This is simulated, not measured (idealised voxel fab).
The process module that follows is named voxel air gaps.
The cross-section on display is named cut; it measures 250 nm wide, and its cells are 5 nm squares.
Cross-section = grid of square cells, listed top down in bands; band = one or more rows.
Top height, bottom height, nm. Materials left to right, width each, nm. Single material + "all across" = fills band edge to edge. "empty" = empty.
Height 0 is the level under which the wafer as received is all one material. The lowest band goes on downwards, as in "0 down".
Top row gets the first number, bottom row gets the second, and each row in between changes by the same step: that is how a band width like "30 to 40" works.
You'll sometimes find "nothing changed" written for a step, and that's the way of saying that nowhere in the cross-section did a cell change during that step.
If an empty space has no open way to the top and is at least 8 cells in size, "Sealed internal cavities" lists it, written width x height at distance, where distance is measured from the left edge and every value is in nm.
It should be noted that, on the line of a given step, the content following the step's settings is a remark produced by the simulator itself with respect to that step.
What "overlay nm" on a step's line means: if the step has a mask, that mask lay this far to the right of its planned place, or, when the value is negative, to the left.
[Listed below are the process steps as planned]
1 RECEIVE, material Si
2 CONFORMAL_DEP, material SiO2, thk nm 10
3 CONFORMAL_DEP, material SiN, thk nm 5
4 DIRECTIONAL_DEP, material SiO2, thk nm 35
5 DIRECTIONAL_DEP, material aC, thk nm 10
6 PATTERN, tone open, mask id LINES, material resist, width nm 15, pitch nm 45, thk nm 25, overlay nm 0
7 DIRECTIONAL_ETCH, etch materials aC, depth nm 10
8 STRIP, etch materials resist
9 DIRECTIONAL_ETCH, etch materials SiO2, depth nm 35
10 STRIP, etch materials aC
11 CONFORMAL_DEP, material TiN, thk nm 5
12 FILL_DEP, material W, thk nm 5
13 CMP, height nm 50
14 EPI, material Ru, thk nm 10
15 SELECTIVE_ETCH, etch materials SiO2, depth nm 45
16 CONFORMAL_DEP, material SiN, thk nm 5
[First out of two wafers; run went to plan]
[Cross-section of the wafer upon arrival, representing the state reached after step 1]
0 down = Si all across
Sealed internal cavities: none
[How the wafer stands in section after step 2]
10 to 0 = SiO2 all across
below 0: unchanged
[How the wafer stands in section after step 3]
15 to 10 = SiN all across
below 10: unchanged
[How the wafer stands in section after step 4]
50 to 15 = SiO2 all across
below 15: unchanged
[How the wafer stands in section after step 5]
60 to 50 = aC all across
below 50: unchanged
[How the wafer stands in section after step 6]
85 to 60 = resist: 70  empty: 15  resist: 30  empty: 15  resist: 30  empty: 15  resist: 75
below 60: unchanged
[How the wafer stands in section after step 7]
75 to 60 = resist: 70  empty: 15  resist: 30  empty: 15  resist: 30  empty: 15  resist: 75
60 to 50 = aC: 70  empty: 15  aC: 30  empty: 15  aC: 30  empty: 15  aC: 75
below 50: unchanged
[How the wafer stands in section after step 8]
60 to 50 = aC: 70  empty: 15  aC: 30  empty: 15  aC: 30  empty: 15  aC: 75
below 50: unchanged
[How the wafer stands in section after step 9]
60 to 50 = aC: 70  empty: 15  aC: 30  empty: 15  aC: 30  empty: 15  aC: 75
50 to 15 = SiO2: 70  empty: 15  SiO2: 30  empty: 15  SiO2: 30  empty: 15  SiO2: 75
below 15: unchanged
[How the wafer stands in section after step 10]
50 to 15 = SiO2: 70  empty: 15  SiO2: 30  empty: 15  SiO2: 30  empty: 15  SiO2: 75
below 15: unchanged
[How the wafer stands in section after step 11]
55 to 50 = TiN: 75  empty: 5  TiN: 40  empty: 5  TiN: 40  empty: 5  TiN: 80
50 to 20 = SiO2: 70  TiN: 5  empty: 5  TiN: 5  SiO2: 30  TiN: 5  empty: 5  TiN: 5  SiO2: 30  TiN: 5  empty: 5  TiN: 5  SiO2: 75
20 to 15 = SiO2: 70  TiN: 15  SiO2: 30  TiN: 15  SiO2: 30  TiN: 15  SiO2: 75
below 15: unchanged
[How the wafer stands in section after step 12]
60 to 55 = W all across
55 to 50 = TiN: 75  W: 5  TiN: 40  W: 5  TiN: 40  W: 5  TiN: 80
50 to 20 = SiO2: 70  TiN: 5  W: 5  TiN: 5  SiO2: 30  TiN: 5  W: 5  TiN: 5  SiO2: 30  TiN: 5  W: 5  TiN: 5  SiO2: 75
below 20: unchanged
[How the wafer stands in section after step 13]
50 to 20 = SiO2: 70  TiN: 5  W: 5  TiN: 5  SiO2: 30  TiN: 5  W: 5  TiN: 5  SiO2: 30  TiN: 5  W: 5  TiN: 5  SiO2: 75
below 20: unchanged
[How the wafer stands in section after step 14]
60 to 50 = empty: 60  Ru: 35  empty: 10  Ru: 35  empty: 10  Ru: 35  empty: 65
below 50: unchanged
[How the wafer stands in section after step 15]
60 to 50 = empty: 60  Ru: 35  empty: 10  Ru: 35  empty: 10  Ru: 35  empty: 65
50 to 20 = empty: 70  TiN: 5  W: 5  TiN: 5  empty: 30  TiN: 5  W: 5  TiN: 5  empty: 30  TiN: 5  W: 5  TiN: 5  empty: 75
20 to 15 = empty: 70  TiN: 15  empty: 30  TiN: 15  empty: 30  TiN: 15  empty: 75
below 15: unchanged
[How the wafer stands in section after step 16]
65 to 60 = empty: 55  SiN: 135  empty: 60
60 to 50 = empty: 55  SiN: 5  Ru: 35  SiN: 10  Ru: 35  SiN: 10  Ru: 35  SiN: 5  empty: 60
50 to 45 = empty: 55  SiN: 15  TiN: 5  W: 5  TiN: 5  SiN: 30  TiN: 5  W: 5  TiN: 5  SiN: 30  TiN: 5  W: 5  TiN: 5  SiN: 15  empty: 60
45 to 20 = empty: 65  SiN: 5  TiN: 5  W: 5  TiN: 5  SiN: 5  empty: 20  SiN: 5  TiN: 5  W: 5  TiN: 5  SiN: 5  empty: 20  SiN: 5  TiN: 5  W: 5  TiN: 5  SiN: 5  empty: 70
20 to 15 = SiN: 70  TiN: 15  SiN: 30  TiN: 15  SiN: 30  TiN: 15  SiN: 75
below 15: unchanged
Sealed internal cavities: 20 x 25 at 90; 20 x 25 at 135
[Wafer two of the pair: same origin, same plan, one error during the run; identical to wafer one up to and including step 5]
[when step 6 should have ended]
85 to 60 = empty: 70  resist: 15  empty: 30  resist: 15  empty: 30  resist: 15  empty: 75
below 60: unchanged
[when step 7 should have ended]
75 to 60 = empty: 70  resist: 15  empty: 30  resist: 15  empty: 30  resist: 15  empty: 75
60 to 50 = empty: 70  aC: 15  empty: 30  aC: 15  empty: 30  aC: 15  empty: 75
below 50: unchanged
[when step 8 should have ended]
60 to 50 = empty: 70  aC: 15  empty: 30  aC: 15  empty: 30  aC: 15  empty: 75
below 50: unchanged
[when step 9 should have ended]
60 to 50 = empty: 70  aC: 15  empty: 30  aC: 15  empty: 30  aC: 15  empty: 75
50 to 15 = empty: 70  SiO2: 15  empty: 30  SiO2: 15  empty: 30  SiO2: 15  empty: 75
below 15: unchanged
[when step 10 should have ended]
50 to 15 = empty: 70  SiO2: 15  empty: 30  SiO2: 15  empty: 30  SiO2: 15  empty: 75
below 15: unchanged
[when step 11 should have ended]
55 to 50 = empty: 65  TiN: 25  empty: 20  TiN: 25  empty: 20  TiN: 25  empty: 70
50 to 20 = empty: 65  TiN: 5  SiO2: 15  TiN: 5  empty: 20  TiN: 5  SiO2: 15  TiN: 5  empty: 20  TiN: 5  SiO2: 15  TiN: 5  empty: 70
20 to 15 = TiN: 70  SiO2: 15  TiN: 30  SiO2: 15  TiN: 30  SiO2: 15  TiN: 75
below 15: unchanged
[when step 12 should have ended]
60 to 55 = W all across
55 to 50 = W: 65  TiN: 25  W: 20  TiN: 25  W: 20  TiN: 25  W: 70
50 to 20 = W: 65  TiN: 5  SiO2: 15  TiN: 5  W: 20  TiN: 5  SiO2: 15  TiN: 5  W: 20  TiN: 5  SiO2: 15  TiN: 5  W: 70
below 20: unchanged
[when step 13 should have ended]
50 to 20 = W: 65  TiN: 5  SiO2: 15  TiN: 5  W: 20  TiN: 5  SiO2: 15  TiN: 5  W: 20  TiN: 5  SiO2: 15  TiN: 5  W: 70
below 20: unchanged
[when step 14 should have ended]
60 to 50 = Ru all across
below 50: unchanged
when step 15 should have ended: nothing changed
[when step 16 should have ended]
65 to 60 = SiN all across
below 60: unchanged
In executing the process, a mistake was made relative to the plan: note that step 6 departed from the planned setting and was carried out as PATTERN, tone cover, mask id LINES, material resist, width nm 15, pitch nm 45, thk nm 25, overlay nm 0
at the end the second wafer has, in cells: +58 Ru | -78 SiN | +63 SiO2 | +32 TiN | +192 W
Wafer, first: 2 closed voids at end. Wafer, second: 0.
